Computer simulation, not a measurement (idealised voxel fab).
process module | voxel fin reveal
cross-section cut | 190 nm wide | cells 5 nm
A cross-section is a grid of square cells, given in bands from the top down. A band is one or more rows of cells.
Each band's line starts with the height of the band's top and of its bottom, in nm. Then come its materials from left to right, each with its width in nm. One material with "throughout" fills the band from edge to edge. "air" is empty space.
Height 0 is the level under which the wafer as received is all one material. The lowest band goes on downwards, as in "0 down".
A width such as "30 to 40" changes by the same amount from each row of cells to the next, from the band's top row to its bottom row.
"no change" after a step means that no cell of the cross-section changed.
closed voids: empty space of 8 cells or more with no open way to the top, each as width x height at its distance from the left edge, in nm
after a step's settings: what the simulator itself notes on the step
overlay nm, on a step with a mask: how far to the right of its planned place the mask lay; to the left if negative
plan
1 op RECEIVE | material Si
2 op CONFORMAL_DEP | material SiN | thk nm 10
3 op DIRECTIONAL_DEP | material aC | thk nm 10
4 op PATTERN | tone cover | mask id FINS | material resist | width nm 15 | pitch nm 40 | thk nm 25 | overlay nm 0
5 op DIRECTIONAL_ETCH | etch materials aC | depth nm 10
6 op STRIP | etch materials resist
7 op DIRECTIONAL_ETCH | etch materials SiN | depth nm 10
8 op DIRECTIONAL_ETCH | etch materials Si | depth nm 30
9 op STRIP | etch materials aC
10 op FILL_DEP | material SiO2 | thk nm 10
11 op CMP | height nm 10
12 op SELECTIVE_ETCH | etch materials SiO2 | depth nm 20
13 op STRIP | etch materials SiN
14 op CONFORMAL_DEP | material SiO2 | thk nm 5
as received, after step 1
  0 down: Si throughout
  closed voids: none
a wafer at the end: this start, this plan, one mistake
  0 to -10: air 65 | Si 15 | air 25 | Si 15 | air 70
  -10 to -30: SiO2 65 | Si 15 | SiO2 25 | Si 15 | SiO2 70
  -30 down: Si throughout
  closed voids: none
what went wrong: step 14 was left out
